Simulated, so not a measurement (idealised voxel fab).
Process module name: voxel plated lines
Section shown: cut. Width: 145 nm. Cell size: 5 nm, square.
In what follows, cross-sections appear as grids of square cells, described through bands that run from the top down, where every band is one or more rows of cells.
In this notation a band is specified by the heights of its top and bottom, in that order and in nm, after which its materials appear from left to right, each paired with its width in nm. The word "all across" attached to a single material means that material fills the band from edge to edge; the word "air" stands for empty space.
Zero point of the height axis is 0; under it, received wafer = one material. Lowest band: continues down indefinitely, "top 0, no bottom".
Quick explanation for "30..40": the width changes in equal steps down the rows of cells, from the first number in the band's top row to the second number in its bottom row.
Take "no alterations made" at face value: in the step it is given for, the cross-section changed in none of its cells.
Empty spaces counting at least 8 cells and having no open way to the top are listed in "Encapsulated voids". The notation width x height at distance is used for each, the distance being from the left edge and all three values in nm.
Whatever follows a step's settings on its line is a remark the simulator itself makes about that step.
The "overlay nm" setting may appear on a step's line; for a step that uses a mask, it gives how far to the right of its planned position the mask lay, and a negative value indicates the left.
### Process steps (planned)
1. RECEIVE, material Si
2. CONFORMAL_DEP, material Al2O3, thk nm 10
3. DIRECTIONAL_DEP, material TiN, thk nm 5
4. PATTERN, tone open, mask id LINES, material resist, width nm 30, pitch nm 45, thk nm 20, overlay nm 0
5. EPI, material Ru, thk nm 5
6. STRIP, etch materials resist
7. DIRECTIONAL_ETCH, etch materials TiN, depth nm 5
8. CONFORMAL_DEP, material SiO2, thk nm 5
### Wafer as received: cross-section following step 1
* top 0, no bottom: Si all across
* Encapsulated voids: none
### The module was run from the start shown above using the plan shown above, but one mistake was made doing it; the resulting wafer cross-section is below
* top 25, bottom 20: SiO2 40 nm | air 20 nm | SiO2 25 nm | air 20 nm | SiO2 40 nm
* top 20, bottom 15: Ru 35 nm | SiO2 5 nm | air 20 nm | SiO2 5 nm | Ru 15 nm | SiO2 5 nm | air 20 nm | SiO2 5 nm | Ru 35 nm
* top 15, bottom 10: TiN 35 nm | SiO2 30 nm | TiN 15 nm | SiO2 30 nm | TiN 35 nm
* top 10, bottom 0: Al2O3 all across
* top 0, no bottom: Si all across
* Encapsulated voids: none
Processing error: it should be noted that step 4 was executed with settings other than those planned, the operation and settings actually applied being PATTERN, tone cover, mask id LINES, material resist, width nm 30, pitch nm 45, thk nm 20, overlay nm 0
